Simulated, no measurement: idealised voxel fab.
Title: Process Module voxel trench capacitor
Square cells of 5 nm make up the cross-section cut, whose width is 160 nm.
Square cells in a grid make up a cross-section in this document, and the grid is given as bands, listed from the top down, each one or more rows of cells. In this notation a band is specified by the heights of its top and bottom, in that order and in nm, after which its materials appear from left to right, each paired with its width in nm. The word "throughout" attached to a single material means that material fills the band from edge to edge; the word "air" stands for empty space. It should be noted that heights are counted from 0, beneath which the wafer as supplied is of one material throughout, and that the lowest band possesses no lower boundary but continues downward, as written in "0 down". So if you see something like "30..40" for the width, read it as the top row of the band sitting at the first number and the bottom row at the second, with every row in between moving by the same amount as the last. What does "all unchanged" mean for a step? It means no cell of the cross-section changed in that step. Entry "Enclosed void listing" = empty spaces >= 8 cells with no open way to the top; each as width x height at distance, distance from left edge, all nm. Formally, on a step line, whatever follows the settings is a remark that the simulator itself makes on the step. The setting "overlay nm" may be written on the line of a step. When the step uses a mask, the value reports how far to the right of the planned place the mask lay, and a negative value reports that it lay to the left.

SET OUT BELOW ARE THE PLANNED STEPS OF THE PROCESS
step 1: RECEIVE, material Si
step 2: CONFORMAL_DEP, material SiN, thk nm 5
step 3: DIRECTIONAL_DEP, material aC, thk nm 15
step 4: PATTERN, tone open, mask id TRENCH, material resist, width nm 25, pitch nm 45, thk nm 35, overlay nm 0
step 5: DIRECTIONAL_ETCH, etch materials aC, depth nm 15
step 6: STRIP, etch materials resist
step 7: DIRECTIONAL_ETCH, etch materials SiN, depth nm 5
step 8: DIRECTIONAL_ETCH, etch materials Si, depth nm 30
step 9: STRIP, etch materials aC
step 10: CONFORMAL_DEP, material Al2O3, thk nm 5
step 11: CONFORMAL_DEP, material TiN, thk nm 5
step 12: FILL_DEP, material W, thk nm 10
step 13: CMP, height nm 5

SO THIS IS THE INCOMING WAFER IN CROSS-SECTION - IT'S ALREADY BEEN THROUGH STEP 1
* 0 down  Si throughout
* Enclosed void listing: none

RUN AS PLANNED - FIRST OF THE TWO WAFERS CROSS-SECTIONED AT THE END OF THE MODULE
* 5 to 0  SiN 45 nm  Al2O3 5 nm  TiN 5 nm  W 5 nm  TiN 5 nm  Al2O3 5 nm  SiN 20 nm  Al2O3 5 nm  TiN 5 nm  W 5 nm  TiN 5 nm  Al2O3 5 nm  SiN 45 nm
* 0 to -20  Si 45 nm  Al2O3 5 nm  TiN 5 nm  W 5 nm  TiN 5 nm  Al2O3 5 nm  Si 20 nm  Al2O3 5 nm  TiN 5 nm  W 5 nm  TiN 5 nm  Al2O3 5 nm  Si 45 nm
* -20 to -25  Si 45 nm  Al2O3 5 nm  TiN 15 nm  Al2O3 5 nm  Si 20 nm  Al2O3 5 nm  TiN 15 nm  Al2O3 5 nm  Si 45 nm
* -25 to -30  Si 45 nm  Al2O3 25 nm  Si 20 nm  Al2O3 25 nm  Si 45 nm
* -30 down  Si throughout
* Enclosed void listing: none

CROSS-SECTIONAL VIEW OF THE SECOND OF TWO WAFERS UPON COMPLETION OF THE MODULE. THIS WAFER SHARED ITS STARTING CONDITION AND PROCESS PLAN WITH THE FIRST; ONE ERROR WAS MADE DURING ITS EXECUTION
* 5 to 0  SiN 40 nm  Al2O3 5 nm  TiN 5 nm  W 5 nm  TiN 5 nm  Al2O3 5 nm  SiN 20 nm  Al2O3 5 nm  TiN 5 nm  W 5 nm  TiN 5 nm  Al2O3 5 nm  SiN 50 nm
* 0 to -20  Si 40 nm  Al2O3 5 nm  TiN 5 nm  W 5 nm  TiN 5 nm  Al2O3 5 nm  Si 20 nm  Al2O3 5 nm  TiN 5 nm  W 5 nm  TiN 5 nm  Al2O3 5 nm  Si 50 nm
* -20 to -25  Si 40 nm  Al2O3 5 nm  TiN 15 nm  Al2O3 5 nm  Si 20 nm  Al2O3 5 nm  TiN 15 nm  Al2O3 5 nm  Si 50 nm
* -25 to -30  Si 40 nm  Al2O3 25 nm  Si 20 nm  Al2O3 25 nm  Si 50 nm
* -30 down  Si throughout
* Enclosed void listing: none
Run error: contrary to plan, step 4 was performed as PATTERN, tone open, mask id TRENCH, material resist, width nm 25, pitch nm 45, thk nm 35, overlay nm -5
at the end the second wafer has, in cells: as many of each material as the first, in other places
